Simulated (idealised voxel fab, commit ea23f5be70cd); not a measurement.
Module name: voxel capacitor over wiring (process module)
240 nm wide, 5 nm square cells: that's cross-section cut.
Each cross-section below is a grid of square cells, stated as bands in top-down order, with one or more rows of cells making up each band.
Top height, bottom height, nm. Materials left to right, width each, nm. Single material + "everywhere" = fills band edge to edge. "air" = empty.
Height datum 0, below which the as-received substrate wafer is one material. Lowest band open at the bottom, running downward: "0..down".
Read "30..40" as a graded width: first number on top, second number at the bottom, same change between each pair of neighbouring rows.
"no change" (step): cross-section cells unchanged, all of them.
Closed-off voids of 8+ cells (no open route to the top) go in "Enclosed void list", written width x height at distance from the left edge, in nm.
It should be noted that, on the line of a given step, the content following the step's settings is a remark produced by the simulator itself with respect to that step.
"overlay nm", when on a step's line for a step with a mask, measures how far to the right of its planned place the mask lay; a negative measure means to the left.
# List of planned process steps
| 1 | RECEIVE,material Si |
| 2 | CONFORMAL_DEP,material SiO2,thk nm 10 |
| 3 | CONFORMAL_DEP,material SiCN,thk nm 5 |
| 4 | DIRECTIONAL_DEP,material SiO2,thk nm 15 |
| 5 | DIRECTIONAL_DEP,material aC,thk nm 10 |
| 6 | PATTERN,tone open,mask id METAL_1,material resist,width nm 20,pitch nm 80,thk nm 30,overlay nm 0 |
| 7 | DIRECTIONAL_ETCH,etch materials aC,depth nm 10 |
| 8 | STRIP,etch materials resist |
| 9 | DIRECTIONAL_ETCH,etch materials SiO2,depth nm 15 |
| 10 | DIRECTIONAL_ETCH,etch materials SiCN,depth nm 5 |
| 11 | STRIP,etch materials aC |
| 12 | CONFORMAL_DEP,material TiN,thk nm 5 |
| 13 | FILL_DEP,material W,thk nm 10 |
| 14 | CMP,height nm 30 |
| 15 | EPI,material Ru,thk nm 5 |
| 16 | FILL_DEP,material SiCN,thk nm 5 |
| 17 | DIRECTIONAL_DEP,material lowk,thk nm 15 |
| 18 | MASKED_ETCH,tone open,mask id PLUG_1,width nm 15,etch materials lowk,depth nm 15,overlay nm 0 |
| 19 | MASKED_ETCH,tone open,mask id PLUG_1,width nm 15,etch materials SiCN,depth nm 5,overlay nm 0 |
| 20 | CONFORMAL_DEP,material TiN,thk nm 5 |
| 21 | FILL_DEP,material Ru,thk nm 5 |
| 22 | CMP,height nm 55 |
| 23 | DIRECTIONAL_DEP,material TiN,thk nm 5 |
| 24 | DIRECTIONAL_DEP,material SiN,thk nm 5 |
| 25 | DIRECTIONAL_DEP,material TiN,thk nm 5 |
| 26 | MASKED_ETCH,tone cover,mask id UPPER_PLATE,width nm 65,etch materials TiN,depth nm 5,overlay nm 0 |
| 27 | MASKED_ETCH,tone cover,mask id UPPER_PLATE,width nm 65,etch materials SiN,depth nm 5,overlay nm 0 |
| 28 | DIRECTIONAL_DEP,material aC,thk nm 15 |
| 29 | PATTERN,tone cover,mask id LOWER_PLATE,material resist,width nm 75,thk nm 30,overlay nm 0 |
| 30 | DIRECTIONAL_ETCH,etch materials aC,depth nm 15 |
| 31 | STRIP,etch materials resist |
| 32 | DIRECTIONAL_ETCH,etch materials TiN,depth nm 5 |
| 33 | STRIP,etch materials aC |
| 34 | FILL_DEP,material SiO2,thk nm 20 |
| 35 | CMP,height nm 85 |
| 36 | PATTERN,tone open,mask id PLUG_2,material resist,width nm 15,thk nm 15,overlay nm 0 |
| 37 | DIRECTIONAL_ETCH,etch materials SiO2,depth nm 15 |
| 38 | STRIP,etch materials resist |
| 39 | CONFORMAL_DEP,material TiN,thk nm 5 |
| 40 | FILL_DEP,material Cu,thk nm 10 |
| 41 | CMP,height nm 85 |
| 42 | CONFORMAL_DEP,material SiCN,thk nm 5 |
# What follows covers the first of two wafers; it ran as planned
# The cross-section here shows the wafer as received, i.e. in its state after step 1
- 0..down  Si everywhere
- Enclosed void list: none
# Presented here is a cross-section of the wafer after step 2 has been performed
- 10..0  SiO2 everywhere
- For the remainder of the cross-section, below 0, there is no change.
# Presented here is a cross-section of the wafer after step 3 has been performed
- 15..10  SiCN everywhere
- For the remainder of the cross-section, below 10, there is no change.
# Presented here is a cross-section of the wafer after step 4 has been performed
- 30..15  SiO2 everywhere
- For the remainder of the cross-section, below 15, there is no change.
# Presented here is a cross-section of the wafer after step 5 has been performed
- 40..30  aC everywhere
- For the remainder of the cross-section, below 30, there is no change.
# Presented here is a cross-section of the wafer after step 6 has been performed
- 70..40  70 resist / 20 air / 60 resist / 20 air / 70 resist
- For the remainder of the cross-section, below 40, there is no change.
# Presented here is a cross-section of the wafer after step 7 has been performed
- 60..40  70 resist / 20 air / 60 resist / 20 air / 70 resist
- 40..30  70 aC / 20 air / 60 aC / 20 air / 70 aC
- For the remainder of the cross-section, below 30, there is no change.
# Presented here is a cross-section of the wafer after step 8 has been performed
- 40..30  70 aC / 20 air / 60 aC / 20 air / 70 aC
- For the remainder of the cross-section, below 30, there is no change.
# Presented here is a cross-section of the wafer after step 9 has been performed
- 40..30  70 aC / 20 air / 60 aC / 20 air / 70 aC
- 30..15  70 SiO2 / 20 air / 60 SiO2 / 20 air / 70 SiO2
- For the remainder of the cross-section, below 15, there is no change.
# Presented here is a cross-section of the wafer after step 10 has been performed
- 40..30  70 aC / 20 air / 60 aC / 20 air / 70 aC
- 30..15  70 SiO2 / 20 air / 60 SiO2 / 20 air / 70 SiO2
- 15..10  70 SiCN / 20 air / 60 SiCN / 20 air / 70 SiCN
- For the remainder of the cross-section, below 10, there is no change.
# Presented here is a cross-section of the wafer after step 11 has been performed
- 30..15  70 SiO2 / 20 air / 60 SiO2 / 20 air / 70 SiO2
- For the remainder of the cross-section, below 15, there is no change.
# Presented here is a cross-section of the wafer after step 12 has been performed
- 35..30  75 TiN / 10 air / 70 TiN / 10 air / 75 TiN
- 30..15  70 SiO2 / 5 TiN / 10 air / 5 TiN / 60 SiO2 / 5 TiN / 10 air / 5 TiN / 70 SiO2
- 15..10  70 SiCN / 20 TiN / 60 SiCN / 20 TiN / 70 SiCN
- For the remainder of the cross-section, below 10, there is no change.
# Presented here is a cross-section of the wafer after step 13 has been performed
- 45..35  W everywhere
- 35..30  75 TiN / 10 W / 70 TiN / 10 W / 75 TiN
- 30..15  70 SiO2 / 5 TiN / 10 W / 5 TiN / 60 SiO2 / 5 TiN / 10 W / 5 TiN / 70 SiO2
- For the remainder of the cross-section, below 15, there is no change.
# Presented here is a cross-section of the wafer after step 14 has been performed
- 30..15  70 SiO2 / 5 TiN / 10 W / 5 TiN / 60 SiO2 / 5 TiN / 10 W / 5 TiN / 70 SiO2
- For the remainder of the cross-section, below 15, there is no change.
# Presented here is a cross-section of the wafer after step 15 has been performed
- 35..30  65 air / 30 Ru / 50 air / 30 Ru / 65 air
- For the remainder of the cross-section, below 30, there is no change.
# Presented here is a cross-section of the wafer after step 16 has been performed
- 40..35  SiCN everywhere
- 35..30  65 SiCN / 30 Ru / 50 SiCN / 30 Ru / 65 SiCN
- For the remainder of the cross-section, below 30, there is no change.
# Presented here is a cross-section of the wafer after step 17 has been performed
- 55..40  lowk everywhere
- For the remainder of the cross-section, below 40, there is no change.
# Presented here is a cross-section of the wafer after step 18 has been performed
- 55..40  75 lowk / 15 air / 150 lowk
- For the remainder of the cross-section, below 40, there is no change.
# Presented here is a cross-section of the wafer after step 19 has been performed
- 55..40  75 lowk / 15 air / 150 lowk
- 40..35  75 SiCN / 15 air / 150 SiCN
- For the remainder of the cross-section, below 35, there is no change.
# Presented here is a cross-section of the wafer after step 20 has been performed
- 60..55  80 TiN / 5 air / 155 TiN
- 55..40  75 lowk / 5 TiN / 5 air / 5 TiN / 150 lowk
- 40..35  75 SiCN / 15 TiN / 150 SiCN
- For the remainder of the cross-section, below 35, there is no change.
# Presented here is a cross-section of the wafer after step 21 has been performed
- 65..60  Ru everywhere
- 60..55  80 TiN / 5 Ru / 155 TiN
- 55..40  75 lowk / 5 TiN / 5 Ru / 5 TiN / 150 lowk
- For the remainder of the cross-section, below 40, there is no change.
# Presented here is a cross-section of the wafer after step 22 has been performed
- 55..40  75 lowk / 5 TiN / 5 Ru / 5 TiN / 150 lowk
- For the remainder of the cross-section, below 40, there is no change.
# Presented here is a cross-section of the wafer after step 23 has been performed
- 60..55  TiN everywhere
- For the remainder of the cross-section, below 55, there is no change.
# Presented here is a cross-section of the wafer after step 24 has been performed
- 65..60  SiN everywhere
- For the remainder of the cross-section, below 60, there is no change.
# Presented here is a cross-section of the wafer after step 25 has been performed
- 70..65  TiN everywhere
- For the remainder of the cross-section, below 65, there is no change.
# Presented here is a cross-section of the wafer after step 26 has been performed
- 70..65  75 air / 65 TiN / 100 air
- For the remainder of the cross-section, below 65, there is no change.
# Presented here is a cross-section of the wafer after step 27 has been performed
- 70..65  75 air / 65 TiN / 100 air
- 65..60  75 air / 65 SiN / 100 air
- For the remainder of the cross-section, below 60, there is no change.
# Presented here is a cross-section of the wafer after step 28 has been performed
- 85..75  75 air / 65 aC / 100 air
- 75..70  aC everywhere
- 70..65  75 aC / 65 TiN / 100 aC
- 65..60  75 aC / 65 SiN / 100 aC
- For the remainder of the cross-section, below 60, there is no change.
# Presented here is a cross-section of the wafer after step 29 has been performed
- 115..85  70 air / 75 resist / 95 air
- 85..75  70 air / 5 resist / 65 aC / 5 resist / 95 air
- For the remainder of the cross-section, below 75, there is no change.
# Presented here is a cross-section of the wafer after step 30 has been performed
- 100..85  70 air / 75 resist / 95 air
- 85..75  70 air / 5 resist / 65 aC / 5 resist / 95 air
- 75..70  70 air / 75 aC / 95 air
- 70..65  70 air / 5 aC / 65 TiN / 5 aC / 95 air
- 65..60  70 air / 5 aC / 65 SiN / 5 aC / 95 air
- For the remainder of the cross-section, below 60, there is no change.
# Presented here is a cross-section of the wafer after step 31 has been performed
- 85..75  75 air / 65 aC / 100 air
- For the remainder of the cross-section, below 75, there is no change.
# Presented here is a cross-section of the wafer after step 32 has been performed
- 85..75  75 air / 65 aC / 100 air
- 75..70  70 air / 75 aC / 95 air
- 70..65  70 air / 5 aC / 65 TiN / 5 aC / 95 air
- 65..60  70 air / 5 aC / 65 SiN / 5 aC / 95 air
- 60..55  70 air / 75 TiN / 95 air
- For the remainder of the cross-section, below 55, there is no change.
# Presented here is a cross-section of the wafer after step 33 has been performed
- 70..65  75 air / 65 TiN / 100 air
- 65..60  75 air / 65 SiN / 100 air
- For the remainder of the cross-section, below 60, there is no change.
# Presented here is a cross-section of the wafer after step 34 has been performed
- 90..70  SiO2 everywhere
- 70..65  75 SiO2 / 65 TiN / 100 SiO2
- 65..60  75 SiO2 / 65 SiN / 100 SiO2
- 60..55  70 SiO2 / 75 TiN / 95 SiO2
- For the remainder of the cross-section, below 55, there is no change.
# Presented here is a cross-section of the wafer after step 35 has been performed
- 85..70  SiO2 everywhere
- For the remainder of the cross-section, below 70, there is no change.
# Presented here is a cross-section of the wafer after step 36 has been performed
- 100..85  85 resist / 15 air / 140 resist
- For the remainder of the cross-section, below 85, there is no change.
# Presented here is a cross-section of the wafer after step 37 has been performed
- 100..85  85 resist / 15 air / 140 resist
- 85..70  85 SiO2 / 15 air / 140 SiO2
- For the remainder of the cross-section, below 70, there is no change.
# Presented here is a cross-section of the wafer after step 38 has been performed
- 85..70  85 SiO2 / 15 air / 140 SiO2
- For the remainder of the cross-section, below 70, there is no change.
# Presented here is a cross-section of the wafer after step 39 has been performed
- 90..85  90 TiN / 5 air / 145 TiN
- 85..75  85 SiO2 / 5 TiN / 5 air / 5 TiN / 140 SiO2
- 75..65  85..75 SiO2 / 15..65 TiN / 140..100 SiO2
- For the remainder of the cross-section, below 65, there is no change.
# Presented here is a cross-section of the wafer after step 40 has been performed
- 100..90  Cu everywhere
- 90..85  90 TiN / 5 Cu / 145 TiN
- 85..75  85 SiO2 / 5 TiN / 5 Cu / 5 TiN / 140 SiO2
- For the remainder of the cross-section, below 75, there is no change.
# Presented here is a cross-section of the wafer after step 41 has been performed
- 85..75  85 SiO2 / 5 TiN / 5 Cu / 5 TiN / 140 SiO2
- For the remainder of the cross-section, below 75, there is no change.
# Presented here is a cross-section of the wafer after step 42 has been performed
- 90..85  SiCN everywhere
- For the remainder of the cross-section, below 85, there is no change.
# Now the other wafer: same start, same recipe, but we messed up one thing when running it. Up to and including step 40 it's the same as the first one
# At the planned end of step 41, the second wafer in cross-section
- 85..75  85 SiO2 / 5 TiN / 5 Cu / 5 TiN / 140 SiO2
- For the remainder of the cross-section, below 75, there is no change.
# At the planned end of step 42, the second wafer in cross-section
- 90..85  SiCN everywhere
- For the remainder of the cross-section, below 85, there is no change.
Finding, execution versus plan: heads up, step 41 of the plan got done twice
The final cross-section is the same for the two wafers, so this model computes the same thing whether or not the mistake was made.
